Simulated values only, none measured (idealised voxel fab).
Documented hereafter: the process module known as voxel released beams.
This is section cut - it's 145 nm across, gridded in 5 nm square cells.
This document writes a cross-section as a grid whose cells are square, and gives it as bands, listed from the top down; one or more rows of cells form a band.
Read a band's entry like this: the first values are the height of its top and the height of its bottom in nm, and what follows is the sequence of materials from left to right, each with its width in nm. Note that "air" is empty space, and that a single material marked "edge to edge" reaches across the band from edge to edge.
All heights in this document are referenced to 0, defined as the level beneath which the wafer, as received, consists entirely of one material. The lowest band is not bounded below; it extends indefinitely downward and is written in the form "top 0, no bottom".
A width given as "30 to 40" starts at the first number in the band's top row and ends at the second number in its bottom row, shifting by an equal amount at every step from row to row.
A step reported as "same as before" is a step in which no cell of the cross-section changed.
"Closed voids list" - sealed voids, min. 8 cells, no opening to top; format: width x height at distance (distance from left edge; nm throughout).
Formally, on a step line, whatever follows the settings is a remark that the simulator itself makes on the step.
overlay nm: mask right of planned place by this much (step with mask). Neg. = left.

# plan
1) op RECEIVE | material Si
2) op CONFORMAL_DEP | material Al2O3 | thk nm 10
3) op DIRECTIONAL_DEP | material SiO2 | thk nm 10
4) op MASKED_ETCH | tone open | mask id ANCHOR | width nm 40 | etch materials SiO2 | depth nm 10 | overlay nm 0
5) op CONFORMAL_DEP | material SiN | thk nm 15
6) op MASKED_ETCH | tone cover | mask id BEAM | width nm 85 | etch materials SiN | depth nm 15 | overlay nm 0
7) op STRIP | etch materials SiO2

# Cross-section of the wafer as it came to us, i.e., already through step 1
    top 0, no bottom = Si edge to edge
    Closed voids list: none

# Final wafer profile in cross-section after the module, from the same start and plan as above, with one mistake made during processing
    top 50, bottom 35 = 25 air  85 SiN  35 air
    top 35, bottom 20 = SiN edge to edge
    top 20, bottom 10 = 30 SiO2  40 SiN  75 SiO2
    top 10, bottom 0 = Al2O3 edge to edge
    top 0, no bottom = Si edge to edge
    Closed voids list: none
In executing the process, a mistake was made relative to the plan: execution of plan step 5 occurred twice
